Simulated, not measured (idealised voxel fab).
process module | voxel quadruple lines
cross-section cut | 280 nm wide | cells 5 nm
A cross-section is a grid of square cells, given in bands from the top down. A band is one or more rows of cells.
Each band's line starts with the height of the band's top and of its bottom, in nm. Then come its materials from left to right, each with its width in nm. One material with "throughout" fills the band from edge to edge. "air" is empty space.
Height 0 is the level under which the wafer as received is all one material. The lowest band goes on downwards, as in "0 down".
A width such as "30 to 40" changes by the same amount from each row of cells to the next, from the band's top row to its bottom row.
"no change" after a step means that no cell of the cross-section changed.
closed voids: empty space of 8 cells or more with no open way to the top, each as width x height at its distance from the left edge, in nm
after a step's settings: what the simulator itself notes on the step
overlay nm, on a step with a mask: how far to the right of its planned place the mask lay; to the left if negative
plan
1 op RECEIVE | material Si
2 op CONFORMAL_DEP | material Al2O3 | thk nm 5
3 op DIRECTIONAL_DEP | material Ru | thk nm 10
4 op DIRECTIONAL_DEP | material polySi | thk nm 20
5 op DIRECTIONAL_DEP | material aC | thk nm 20
6 op PATTERN | tone cover | mask id MANDREL | material resist | width nm 20 | thk nm 25 | overlay nm 0
7 op DIRECTIONAL_ETCH | etch materials aC | depth nm 20
8 op STRIP | etch materials resist
9 op CONFORMAL_DEP | material SiO2 | thk nm 10
10 op DIRECTIONAL_ETCH | etch materials SiO2 | depth nm 10
11 op STRIP | etch materials aC
12 op DIRECTIONAL_ETCH | etch materials polySi | depth nm 20
13 op STRIP | etch materials SiO2
14 op CONFORMAL_DEP | material SiCN | thk nm 5
15 op DIRECTIONAL_ETCH | etch materials SiCN | depth nm 5
16 op STRIP | etch materials polySi
17 op DIRECTIONAL_ETCH | etch materials Ru | depth nm 10
18 op STRIP | etch materials SiCN
19 op FILL_DEP | material lowk | thk nm 10
20 op CMP | height nm 15
as received, after step 1
  0 down: Si throughout
  closed voids: none
first wafer at the end, as planned
  15 to 5: lowk 115 | Ru 5 | lowk 10 | Ru 5 | lowk 10 | Ru 5 | lowk 10 | Ru 5 | lowk 115
  5 to 0: Al2O3 throughout
  0 down: Si throughout
  closed voids: none
second wafer at the end: like start, like plan, one mistake
  15 to 10: lowk throughout
  10 to 0: lowk 115 | Ru 5 | lowk 10 | Ru 5 | lowk 10 | Ru 5 | lowk 10 | Ru 5 | lowk 115
  0 down: Si throughout
  closed voids: none
what went wrong: step 2 was left out
at the end the second wafer has, in cells: 56 fewer of Al2O3 | 56 more of lowk
